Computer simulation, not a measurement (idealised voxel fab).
Process module name: voxel double patterning
FYI the section here is cut, 265 nm wide, cells are 5 nm squares.
A cross-section in this document is a grid of square cells, and it is written down as bands, the top band listed before the ones below it; a band is made up of one or more rows of cells. Top height, bottom height, nm. Materials left to right, width each, nm. Single material + "edge to edge" = fills band edge to edge. "blank" = empty. For the purposes of this specification, 0 denotes the height below which the wafer in its as-received condition is composed wholly of one material, and the lowermost band, lacking a lower limit, extends downward without end, as expressed in "from 0 down". It should be noted that a width expressed as "30->40" varies in equal increments from row to row of cells within the band, taking the value of the first number at the top row and that of the second number at the bottom row. For the purposes of this document, the phrase "stayed the same" attached to a step denotes that no cell within the cross-section was modified by that step. Voids not open to the top, 8 cells minimum: see "Enclosed internal cavities". Written width x height at distance; distance is from the left edge; nm. Step line, after settings: the simulator's comment on this step. "overlay nm" denotes, for a step that has a mask, the displacement of the mask to the right of its planned place, with negative values corresponding to the left.
[Planned process steps]
step 1: RECEIVE with material Si
step 2: CONFORMAL_DEP with material SiO2, thk nm 5
step 3: DIRECTIONAL_DEP with material W, thk nm 15
step 4: DIRECTIONAL_DEP with material SiCN, thk nm 10
step 5: PATTERN with tone open, mask id FIRST, material resist, width nm 15, pitch nm 50, thk nm 20, overlay nm 0
step 6: DIRECTIONAL_ETCH with etch materials SiCN, depth nm 10
step 7: STRIP with etch materials resist
step 8: MASKED_ETCH with tone open, mask id SECOND, width nm 15, pitch nm 50, etch materials SiCN, depth nm 10, overlay nm 0
step 9: DIRECTIONAL_ETCH with etch materials W, depth nm 15
step 10: STRIP with etch materials SiCN
[Cross-section of the wafer at receipt, which is the condition after step 1]
    from 0 down  Si edge to edge
    Enclosed internal cavities: none
[End-of-module cross-section of the first of two wafers, processed as planned]
    from 20 to 5  W 75 nm, blank 15 nm, W 10 nm, blank 15 nm, W 10 nm, blank 15 nm, W 10 nm, blank 15 nm, W 10 nm, blank 15 nm, W 75 nm
    from 5 to 0  SiO2 edge to edge
    from 0 down  Si edge to edge
    Enclosed internal cavities: none
[Wafer two cross-section, module end. Start and plan unchanged from wafer one; one mistake made during the run]
    from 20 to 15  SiO2 edge to edge
    from 15 to 0  W edge to edge
    from 0 down  Si edge to edge
    Enclosed internal cavities: none
Run error: sequence error: steps 2 and 3 interchanged
The second wafer ends with more or fewer cells of some materials than the first, per final count: W +45
